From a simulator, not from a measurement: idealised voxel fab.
Title: Process Module voxel gate over fins
Xsec cut, 150 nm wide, square cell size 5 nm.
In this document a cross-section is written as a grid of square cells. It is given as a series of bands, listed from the top down, and a band is one or more rows of cells.
Look at the band entry: it leads with the top's height and the bottom's height in nm. Then it lists the materials left to right, with a width in nm for each. The word "edge to edge" on a single material says that material fills the band edge to edge. The word "blank" is empty space.
For the purposes of this specification, 0 denotes the height below which the wafer in its as-received condition is composed wholly of one material, and the lowermost band, lacking a lower limit, extends downward without end, as expressed in "from 0 down".
The width entry "30 to 40" should be interpreted row by row: the top row of cells in the band takes the first number, the bottom row takes the second number, and the change between adjacent rows is uniform throughout.
Key: "nothing altered" - step with no changed cell in the cross-section.
"Fully sealed voids": sealed empty spaces, 8 cells or more, no open way to top, listed width x height at distance, with distance from the left edge and width, height and distance in nm.
Where a step's line continues beyond its settings, the continuation is a remark by the simulator itself on that step.
overlay nm: for a step with a mask, the amount by which the mask lay right of where it was planned; a negative amount means left of it.
-- Set out below are the planned steps of the process
- 1: op RECEIVE | material Si
- 2: op CONFORMAL_DEP | material SiN | thk nm 5
- 3: op MASKED_ETCH | tone cover | mask id FINS | width nm 15 | pitch nm 40 | etch materials SiN | depth nm 5 | overlay nm 0
- 4: op MASKED_ETCH | tone cover | mask id FINS | width nm 15 | pitch nm 40 | etch materials Si | depth nm 40 | overlay nm 0
- 5: op FILL_DEP | material SiO2 | thk nm 10
- 6: op CMP | height nm 5
- 7: op SELECTIVE_ETCH | etch materials SiO2 | depth nm 15
- 8: op STRIP | etch materials SiN
- 9: op CONFORMAL_DEP | material HfO2 | thk nm 5
- 10: op CONFORMAL_DEP | material TiN | thk nm 5
- 11: op FILL_DEP | material W | thk nm 15
- 12: op CMP | height nm 20
- 13: op CONFORMAL_DEP | material SiN | thk nm 5
-- Incoming wafer, cross-sectional view, post step 1
- from 0 down: Si edge to edge
- Fully sealed voids: none
-- Cross-section taken at module completion on the first of two wafers; processed per the plan
- from 25 to 20: SiN edge to edge
- from 20 to 10: W edge to edge
- from 10 to 5: W 15, then TiN 35, then W 5, then TiN 35, then W 5, then TiN 35, then W 20
- from 5 to 0: W 15, then TiN 5, then HfO2 25, then TiN 5, then W 5, then TiN 5, then HfO2 25, then TiN 5, then W 5, then TiN 5, then HfO2 25, then TiN 5, then W 20
- from 0 to -5: TiN 20, then HfO2 5, then Si 15, then HfO2 5, then TiN 15, then HfO2 5, then Si 15, then HfO2 5, then TiN 15, then HfO2 5, then Si 15, then HfO2 5, then TiN 25
- from -5 to -10: HfO2 25, then Si 15, then HfO2 25, then Si 15, then HfO2 25, then Si 15, then HfO2 30
- from -10 to -40: SiO2 25, then Si 15, then SiO2 25, then Si 15, then SiO2 25, then Si 15, then SiO2 30
- from -40 down: Si edge to edge
- Fully sealed voids: none
-- This cross-section belongs to the second wafer of two at the end of the module; the start and the plan were shared with the first, and the run included one mistake
- from 20 to 15: SiN edge to edge
- from 15 to 10: W edge to edge
- from 10 to 5: W 15, then TiN 35, then W 5, then TiN 35, then W 5, then TiN 35, then W 20
- from 5 to 0: W 15, then TiN 5, then HfO2 25, then TiN 5, then W 5, then TiN 5, then HfO2 25, then TiN 5, then W 5, then TiN 5, then HfO2 25, then TiN 5, then W 20
- from 0 to -5: TiN 20, then HfO2 5, then Si 15, then HfO2 5, then TiN 15, then HfO2 5, then Si 15, then HfO2 5, then TiN 15, then HfO2 5, then Si 15, then HfO2 5, then TiN 25
- from -5 to -10: HfO2 25, then Si 15, then HfO2 25, then Si 15, then HfO2 25, then Si 15, then HfO2 30
- from -10 to -40: SiO2 25, then Si 15, then SiO2 25, then Si 15, then SiO2 25, then Si 15, then SiO2 30
- from -40 down: Si edge to edge
- Fully sealed voids: none
The mistake made against the process plan was this: step 12 off recipe, ran as op CMP | height nm 15
Wrapping up, a cell-based count of both wafers puts the second over or under the first for these materials: -30 W
